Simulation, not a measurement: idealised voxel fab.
The following is a process module called voxel ribs on slabs.
In the cross-section labelled cut, the width is 225 nm and each square cell is 5 nm.
Notation: cross-section as square-cell grid; stated in bands, top first, going down; one or more cell rows per band.
This entry defines a band. It first specifies the height of the band's top and the height of its bottom in nm, and then specifies the band's materials from left to right, stating each material with its width in nm. The word "edge to edge" identifies a single material that fills the band from edge to edge, while the word "air" identifies empty space.
Convention: height 0 is the level below which the wafer, as received, is all one material. The lowest band does not terminate at the bottom but continues downward, represented as "0..down".
With a width like "30->40", each row of cells in the band differs from the next by the same amount, the top row carrying the first number and the bottom row the second.
Reading "all unchanged" for a step: not a cell of the cross-section changed in it.
Any empty space of 8 cells or more lacking an open way to the top shows up in "Closed internal cavities" as width x height at distance, distance from the left edge, in nm.
after a step's settings: what the simulator itself notes on the step
"overlay nm" denotes, for a step that has a mask, the displacement of the mask to the right of its planned place, with negative values corresponding to the left.

LIST OF PLANNED PROCESS STEPS
| 1 | RECEIVE (material Si) |
| 2 | DIRECTIONAL_DEP (material SiO2; thk nm 20) |
| 3 | DIRECTIONAL_DEP (material SiN; thk nm 15) |
| 4 | PATTERN (tone cover; mask id RIB; material resist; width nm 15; thk nm 20; overlay nm 0) |
| 5 | DIRECTIONAL_ETCH (etch materials SiN; depth nm 10) |
| 6 | STRIP (etch materials resist) |
| 7 | PATTERN (tone cover; mask id SLAB; material resist; width nm 65; thk nm 20; overlay nm 0) |
| 8 | DIRECTIONAL_ETCH (etch materials SiN; depth nm 5) |
| 9 | STRIP (etch materials resist) |
| 10 | FILL_DEP (material SiO2; thk nm 20) |
| 11 | CMP (height nm 50) |
| 12 | DIRECTIONAL_DEP (material TiN; thk nm 10) |
| 13 | PATTERN (tone cover; mask id HEATER; material resist; width nm 25; thk nm 15; overlay nm 0) |
| 14 | DIRECTIONAL_ETCH (etch materials TiN; depth nm 10) |
| 15 | STRIP (etch materials resist) |
| 16 | CONFORMAL_DEP (material SiN; thk nm 10) |

CONCERNING THE FIRST OF TWO WAFERS, WHICH WAS RUN IN ACCORDANCE WITH THE PLAN

CROSS-SECTIONAL VIEW OF THE WAFER IN ITS AS-RECEIVED CONDITION, CORRESPONDING TO THE STATE AFTER STEP 1
	0..down: Si edge to edge
	Closed internal cavities: none

PRESENTED HERE IS A CROSS-SECTION OF THE WAFER AFTER STEP 2 HAS BEEN PERFORMED
	20..0: SiO2 edge to edge
	For the remainder of the cross-section, below 0, there is no change.

PRESENTED HERE IS A CROSS-SECTION OF THE WAFER AFTER STEP 3 HAS BEEN PERFORMED
	35..20: SiN edge to edge
	For the remainder of the cross-section, below 20, there is no change.

PRESENTED HERE IS A CROSS-SECTION OF THE WAFER AFTER STEP 4 HAS BEEN PERFORMED
	55..35: 105 nm air, then 15 nm resist, then 105 nm air
	For the remainder of the cross-section, below 35, there is no change.

PRESENTED HERE IS A CROSS-SECTION OF THE WAFER AFTER STEP 5 HAS BEEN PERFORMED
	55..35: 105 nm air, then 15 nm resist, then 105 nm air
	35..25: 105 nm air, then 15 nm SiN, then 105 nm air
	For the remainder of the cross-section, below 25, there is no change.

PRESENTED HERE IS A CROSS-SECTION OF THE WAFER AFTER STEP 6 HAS BEEN PERFORMED
	35..25: 105 nm air, then 15 nm SiN, then 105 nm air
	For the remainder of the cross-section, below 25, there is no change.

PRESENTED HERE IS A CROSS-SECTION OF THE WAFER AFTER STEP 7 HAS BEEN PERFORMED
	55..35: 80 nm air, then 65 nm resist, then 80 nm air
	35..25: 80 nm air, then 25 nm resist, then 15 nm SiN, then 25 nm resist, then 80 nm air
	For the remainder of the cross-section, below 25, there is no change.

PRESENTED HERE IS A CROSS-SECTION OF THE WAFER AFTER STEP 8 HAS BEEN PERFORMED
	55..35: 80 nm air, then 65 nm resist, then 80 nm air
	35..25: 80 nm air, then 25 nm resist, then 15 nm SiN, then 25 nm resist, then 80 nm air
	25..20: 80 nm air, then 65 nm SiN, then 80 nm air
	For the remainder of the cross-section, below 20, there is no change.

PRESENTED HERE IS A CROSS-SECTION OF THE WAFER AFTER STEP 9 HAS BEEN PERFORMED
	35..25: 105 nm air, then 15 nm SiN, then 105 nm air
	For the remainder of the cross-section, below 25, there is no change.

PRESENTED HERE IS A CROSS-SECTION OF THE WAFER AFTER STEP 10 HAS BEEN PERFORMED
	55..35: SiO2 edge to edge
	35..25: 105 nm SiO2, then 15 nm SiN, then 105 nm SiO2
	25..20: 80 nm SiO2, then 65 nm SiN, then 80 nm SiO2
	For the remainder of the cross-section, below 20, there is no change.

PRESENTED HERE IS A CROSS-SECTION OF THE WAFER AFTER STEP 11 HAS BEEN PERFORMED
	50..35: SiO2 edge to edge
	For the remainder of the cross-section, below 35, there is no change.

PRESENTED HERE IS A CROSS-SECTION OF THE WAFER AFTER STEP 12 HAS BEEN PERFORMED
	60..50: TiN edge to edge
	For the remainder of the cross-section, below 50, there is no change.

PRESENTED HERE IS A CROSS-SECTION OF THE WAFER AFTER STEP 13 HAS BEEN PERFORMED
	75..60: 100 nm air, then 25 nm resist, then 100 nm air
	For the remainder of the cross-section, below 60, there is no change.

PRESENTED HERE IS A CROSS-SECTION OF THE WAFER AFTER STEP 14 HAS BEEN PERFORMED
	75..60: 100 nm air, then 25 nm resist, then 100 nm air
	60..50: 100 nm air, then 25 nm TiN, then 100 nm air
	For the remainder of the cross-section, below 50, there is no change.

PRESENTED HERE IS A CROSS-SECTION OF THE WAFER AFTER STEP 15 HAS BEEN PERFORMED
	60..50: 100 nm air, then 25 nm TiN, then 100 nm air
	For the remainder of the cross-section, below 50, there is no change.

PRESENTED HERE IS A CROSS-SECTION OF THE WAFER AFTER STEP 16 HAS BEEN PERFORMED
	70..60: 90 nm air, then 45 nm SiN, then 90 nm air
	60..50: 100 nm SiN, then 25 nm TiN, then 100 nm SiN
	For the remainder of the cross-section, below 50, there is no change.

REGARDING THE SECOND OF THE TWO WAFERS: IT SHARED THE FIRST WAFER'S STARTING CONDITION AND PROCESS PLAN, YET ONE ERROR OCCURRED DURING ITS EXECUTION. ITS HISTORY COINCIDES WITH THAT OF THE FIRST WAFER UP TO AND INCLUDING STEP 6

THE SECOND WAFER IN CROSS-SECTION, AT THE PLANNED CLOSE OF STEP 7
	55..35: 70 nm air, then 65 nm resist, then 90 nm air
	35..25: 70 nm air, then 35 nm resist, then 15 nm SiN, then 15 nm resist, then 90 nm air
	For the remainder of the cross-section, below 25, there is no change.

THE SECOND WAFER IN CROSS-SECTION, AT THE PLANNED CLOSE OF STEP 8
	55..35: 70 nm air, then 65 nm resist, then 90 nm air
	35..25: 70 nm air, then 35 nm resist, then 15 nm SiN, then 15 nm resist, then 90 nm air
	25..20: 70 nm air, then 65 nm SiN, then 90 nm air
	For the remainder of the cross-section, below 20, there is no change.

THE SECOND WAFER IN CROSS-SECTION, AT THE PLANNED CLOSE OF STEP 9
	35..25: 105 nm air, then 15 nm SiN, then 105 nm air
	For the remainder of the cross-section, below 25, there is no change.

THE SECOND WAFER IN CROSS-SECTION, AT THE PLANNED CLOSE OF STEP 10
	55..35: SiO2 edge to edge
	35..25: 105 nm SiO2, then 15 nm SiN, then 105 nm SiO2
	25..20: 70 nm SiO2, then 65 nm SiN, then 90 nm SiO2
	For the remainder of the cross-section, below 20, there is no change.

THE SECOND WAFER IN CROSS-SECTION, AT THE PLANNED CLOSE OF STEP 11
	50..35: SiO2 edge to edge
	For the remainder of the cross-section, below 35, there is no change.

THE SECOND WAFER IN CROSS-SECTION, AT THE PLANNED CLOSE OF STEP 12
	60..50: TiN edge to edge
	For the remainder of the cross-section, below 50, there is no change.

THE SECOND WAFER IN CROSS-SECTION, AT THE PLANNED CLOSE OF STEP 13
	75..60: 100 nm air, then 25 nm resist, then 100 nm air
	For the remainder of the cross-section, below 60, there is no change.

THE SECOND WAFER IN CROSS-SECTION, AT THE PLANNED CLOSE OF STEP 14
	75..60: 100 nm air, then 25 nm resist, then 100 nm air
	60..50: 100 nm air, then 25 nm TiN, then 100 nm air
	For the remainder of the cross-section, below 50, there is no change.

THE SECOND WAFER IN CROSS-SECTION, AT THE PLANNED CLOSE OF STEP 15
	60..50: 100 nm air, then 25 nm TiN, then 100 nm air
	For the remainder of the cross-section, below 50, there is no change.

THE SECOND WAFER IN CROSS-SECTION, AT THE PLANNED CLOSE OF STEP 16
	70..60: 90 nm air, then 45 nm SiN, then 90 nm air
	60..50: 100 nm SiN, then 25 nm TiN, then 100 nm SiN
	For the remainder of the cross-section, below 50, there is no change.
The plan and the run diverged here: step 7 was processed under conditions differing from the plan, specifically as PATTERN (tone cover; mask id SLAB; material resist; width nm 65; thk nm 20; overlay nm -10)
At the close, every material occupies the same number of cells on the second wafer as on the first, only in different positions.
